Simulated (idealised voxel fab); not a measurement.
process module | voxel capacitor over wiring
cross-section cut | 225 nm wide | cells 5 nm
A cross-section is a grid of square cells, given in bands from the top down. A band is one or more rows of cells.
Each band's line starts with the height of the band's top and of its bottom, in nm. Then come its materials from left to right, each with its width in nm. One material with "throughout" fills the band from edge to edge. "air" is empty space.
Height 0 is the level under which the wafer as received is all one material. The lowest band goes on downwards, as in "0 down".
A width such as "30 to 40" changes by the same amount from each row of cells to the next, from the band's top row to its bottom row.
"no change" after a step means that no cell of the cross-section changed.
closed voids: empty space of 8 cells or more with no open way to the top, each as width x height at its distance from the left edge, in nm
after a step's settings: what the simulator itself notes on the step
overlay nm, on a step with a mask: how far to the right of its planned place the mask lay; to the left if negative
plan
1 op RECEIVE | material Si
2 op CONFORMAL_DEP | material SiO2 | thk nm 10
3 op DIRECTIONAL_DEP | material TiN | thk nm 5
4 op DIRECTIONAL_DEP | material W | thk nm 25
5 op DIRECTIONAL_DEP | material aC | thk nm 15
6 op PATTERN | tone cover | mask id METAL_1 | material resist | width nm 20 | pitch nm 90 | thk nm 30 | overlay nm 0
7 op DIRECTIONAL_ETCH | etch materials aC | depth nm 15
8 op STRIP | etch materials resist
9 op DIRECTIONAL_ETCH | etch materials W | depth nm 25
10 op DIRECTIONAL_ETCH | etch materials TiN | depth nm 5
11 op STRIP | etch materials aC
12 op FILL_DEP | material lowk | thk nm 5
13 op CMP | height nm 40
14 op CONFORMAL_DEP | material SiCN | thk nm 5
15 op DIRECTIONAL_DEP | material SiO2 | thk nm 15
16 op DIRECTIONAL_DEP | material aC | thk nm 15
17 op PATTERN | tone open | mask id PLUG_1 | material resist | width nm 15 | thk nm 35 | overlay nm 0
18 op DIRECTIONAL_ETCH | etch materials aC | depth nm 15
19 op STRIP | etch materials resist
20 op DIRECTIONAL_ETCH | etch materials SiO2 | depth nm 15
21 op DIRECTIONAL_ETCH | etch materials SiCN | depth nm 5
22 op STRIP | etch materials aC
23 op EPI | material Ru | thk nm 10
24 op EPI | material Ru | thk nm 10
25 op DIRECTIONAL_DEP | material TiN | thk nm 10
26 op DIRECTIONAL_DEP | material Al2O3 | thk nm 5
27 op DIRECTIONAL_DEP | material TiN | thk nm 5
28 op DIRECTIONAL_DEP | material aC | thk nm 15
29 op PATTERN | tone cover | mask id UPPER_PLATE | material resist | width nm 65 | thk nm 35 | overlay nm 0
30 op DIRECTIONAL_ETCH | etch materials aC | depth nm 15
31 op STRIP | etch materials resist
32 op DIRECTIONAL_ETCH | etch materials TiN | depth nm 5
33 op DIRECTIONAL_ETCH | etch materials Al2O3 | depth nm 5
34 op STRIP | etch materials aC
35 op PATTERN | tone cover | mask id LOWER_PLATE | material resist | width nm 85 | thk nm 15 | overlay nm 0
36 op DIRECTIONAL_ETCH | etch materials TiN | depth nm 10
37 op STRIP | etch materials resist
38 op FILL_DEP | material SiO2 | thk nm 15
39 op CMP | height nm 90
40 op MASKED_ETCH | tone open | mask id PLUG_2 | width nm 15 | etch materials SiO2 | depth nm 10 | overlay nm 0
41 op CONFORMAL_DEP | material TiN | thk nm 5
42 op FILL_DEP | material Ru | thk nm 5
43 op CMP | height nm 90
44 op CONFORMAL_DEP | material SiCN | thk nm 5
varied across the wafers: width nm of step 29. The plan shows the first wafer's value. All wafers start alike
first wafer as received, after step 1
  0 down: Si throughout
  closed voids: none
first wafer at the end, after step 44
  95 to 90: SiCN throughout
  90 to 85: SiO2 70 | TiN 5 | Ru 5 | TiN 5 | SiO2 140
  85 to 75: SiO2 70 to 65 | TiN 15 to 65 | SiO2 140 to 95
  75 to 70: SiO2 65 | Al2O3 65 | SiO2 95
  70 to 60: SiO2 55 | TiN 85 | SiO2 85
  60 to 45: SiO2 60 | Ru 15 | SiO2 150
  45 to 40: SiCN 60 | Ru 15 | SiCN 150
  40 to 15: lowk 55 | W 20 | lowk 70 | W 20 | lowk 60
  15 to 10: lowk 55 | TiN 20 | lowk 70 | TiN 20 | lowk 60
  10 to 0: SiO2 throughout
  0 down: Si throughout
  closed voids: none
last wafer at the end
  95 to 90: SiCN throughout
  90 to 85: SiO2 70 | TiN 5 | Ru 5 | TiN 5 | SiO2 140
  85 to 75: SiO2 70 to 55 | TiN 15 to 85 | SiO2 140 to 85
  75 to 70: SiO2 55 | Al2O3 90 | SiO2 80
  70 to 60: SiO2 55 | TiN 90 | SiO2 80
  60 to 45: SiO2 60 | Ru 15 | SiO2 150
  45 to 40: SiCN 60 | Ru 15 | SiCN 150
  40 to 15: lowk 55 | W 20 | lowk 70 | W 20 | lowk 60
  15 to 10: lowk 55 | TiN 20 | lowk 70 | TiN 20 | lowk 60
  10 to 0: SiO2 throughout
  0 down: Si throughout
  closed voids: none
each wafer at the end: cells of each material gained (+) or lost (-) since it was received, then its closed voids
width nm 65 | +13 Al2O3 | +13 Ru | +87 SiCN | +420 SiO2 | +60 TiN | +40 W | +222 lowk | closed voids: none
width nm 70 | +14 Al2O3 | +13 Ru | +87 SiCN | +418 SiO2 | +61 TiN | +40 W | +222 lowk | closed voids: none
width nm 75 | +15 Al2O3 | +13 Ru | +87 SiCN | +416 SiO2 | +62 TiN | +40 W | +222 lowk | closed voids: none
width nm 80 | +16 Al2O3 | +13 Ru | +87 SiCN | +414 SiO2 | +63 TiN | +40 W | +222 lowk | closed voids: none
width nm 85 | +17 Al2O3 | +13 Ru | +87 SiCN | +412 SiO2 | +64 TiN | +40 W | +222 lowk | closed voids: none
width nm 90 | +18 Al2O3 | +13 Ru | +87 SiCN | +409 SiO2 | +66 TiN | +40 W | +222 lowk | closed voids: none
